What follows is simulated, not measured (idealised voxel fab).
Process module, titled voxel self aligned vias
This is section cut - it's 180 nm across, gridded in 5 nm square cells.
A cross-section is written here as square cells arranged in a grid, and it is given in bands from the top down, each band taking up one or more rows of cells. Quick guide to a band line: top height, bottom height (nm) up front; then every material left to right with its width in nm. Only one material and it's marked "throughout"? Then it fills the band edge to edge. And "air" just means empty space. Height reference: 0 = level under which incoming wafer is all one material. Lowest band: no bottom, runs on downward, e.g. "0 down". Width spec "30->40" -> top row of cells at first value, bottom row at second value, equal per-row change in between. Reading "left unchanged" for a step: not a cell of the cross-section changed in it. Entry "Encapsulated voids" = empty spaces >= 8 cells with no open way to the top; each as width x height at distance, distance from left edge, all nm. On each step's line, the part that comes after the settings is the simulator's own comment on the step. "overlay nm", when on a step's line for a step with a mask, measures how far to the right of its planned place the mask lay; a negative measure means to the left.
PLAN
1. op RECEIVE | material Si
2. op CONFORMAL_DEP | material SiO2 | thk nm 15
3. op CONFORMAL_DEP | material SiCN | thk nm 5
4. op DIRECTIONAL_DEP | material lowk | thk nm 25
5. op DIRECTIONAL_DEP | material aC | thk nm 10
6. op PATTERN | tone open | mask id LINES | material resist | width nm 20 | pitch nm 55 | thk nm 25 | overlay nm 0
7. op DIRECTIONAL_ETCH | etch materials aC | depth nm 10
8. op STRIP | etch materials resist
9. op DIRECTIONAL_ETCH | etch materials lowk | depth nm 25
10. op STRIP | etch materials aC
11. op CONFORMAL_DEP | material TiN | thk nm 5
12. op FILL_DEP | material Ru | thk nm 5
13. op CMP | height nm 35
14. op SELECTIVE_ETCH | etch materials W Ru TiN | depth nm 5
15. op FILL_DEP | material SiN | thk nm 10
16. op CMP | height nm 45
17. op DIRECTIONAL_DEP | material lowk | thk nm 15
18. op PATTERN | tone open | mask id VIAS | material resist | width nm 40 | pitch nm 55 | thk nm 15 | overlay nm 0
19. op DIRECTIONAL_ETCH | etch materials lowk | depth nm 15
20. op DIRECTIONAL_ETCH | etch materials SiN | depth nm 5
21. op STRIP | etch materials resist
22. op CONFORMAL_DEP | material TiN | thk nm 5
23. op FILL_DEP | material W | thk nm 10
24. op CMP | height nm 60
25. op CONFORMAL_DEP | material SiN | thk nm 5
Where the wafers of this document differ is in the height nm of step 13; they start out the same, and the plan states the value that applied to the first wafer.
HERE'S THE FIRST OF THE WAFERS IN CROSS-SECTION, JUST AS WE GOT IT, I.E. AFTER STEP 1
* 0 down = Si throughout
* Encapsulated voids: none
AT THE END OF THE MODULE, AFTER ITS LAST STEP, STEP 25, THE FIRST OF SEVERAL WAFERS APPEARS IN CROSS-SECTION AS FOLLOWS
* 65 to 60 = SiN throughout
* 60 to 45 = lowk 15, TiN 5, W 30, TiN 5, lowk 15, TiN 5, W 30, TiN 5, lowk 15, TiN 5, W 30, TiN 5, lowk 15
* 45 to 40 = SiN 15, TiN 40, SiN 15, TiN 40, SiN 15, TiN 40, SiN 15
* 40 to 35 = SiN throughout
* 35 to 30 = lowk 25, SiN 20, lowk 35, SiN 20, lowk 35, SiN 20, lowk 25
* 30 to 25 = lowk 25, TiN 5, Ru 10, TiN 5, lowk 35, TiN 5, Ru 10, TiN 5, lowk 35, TiN 5, Ru 10, TiN 5, lowk 25
* 25 to 20 = lowk 25, TiN 20, lowk 35, TiN 20, lowk 35, TiN 20, lowk 25
* 20 to 15 = SiCN throughout
* 15 to 0 = SiO2 throughout
* 0 down = Si throughout
* Encapsulated voids: none
HERE'S THE LAST WAFER CROSS-SECTIONED AT THE END OF THE MODULE
* 65 to 60 = SiN throughout
* 60 to 50 = lowk 15, TiN 5, W 30, TiN 5, lowk 15, TiN 5, W 30, TiN 5, lowk 15, TiN 5, W 30, TiN 5, lowk 15
* 50 to 45 = lowk 15, TiN 40, lowk 15, TiN 40, lowk 15, TiN 40, lowk 15
* 45 to 25 = lowk 25, TiN 5, Ru 10, TiN 5, lowk 35, TiN 5, Ru 10, TiN 5, lowk 35, TiN 5, Ru 10, TiN 5, lowk 25
* 25 to 20 = lowk 25, TiN 20, lowk 35, TiN 20, lowk 35, TiN 20, lowk 25
* 20 to 15 = SiCN throughout
* 15 to 0 = SiO2 throughout
* 0 down = Si throughout
* Encapsulated voids: none
WHAT FOLLOWS IS A TABLE IN WHICH EACH WAFER OCCUPIES A ROW; FOR THE WAFER AS IT STANDS AT THE CLOSE OF THE MODULE, THE ROW STATES, MATERIAL BY MATERIAL, HOW MANY CELLS HAVE BEEN GAINED (+) OR LOST (-) SINCE RECEIPT, AND THEN GIVES ITS CLOSED VOIDS
height nm 35, +6 Ru, +36 SiCN, +96 SiN, +108 SiO2, +60 TiN, +54 W, +108 lowk, Encapsulated voids: none
height nm 40, +12 Ru, +36 SiCN, +60 SiN, +108 SiO2, +66 TiN, +54 W, +132 lowk, Encapsulated voids: none
height nm 45, +18 Ru, +36 SiCN, +36 SiN, +108 SiO2, +72 TiN, +42 W, +156 lowk, Encapsulated voids: none
height nm 50, +24 Ru, +36 SiCN, +36 SiN, +108 SiO2, +72 TiN, +36 W, +156 lowk, Encapsulated voids: none
height nm 55, +24 Ru, +36 SiCN, +36 SiN, +108 SiO2, +72 TiN, +36 W, +156 lowk, Encapsulated voids: none
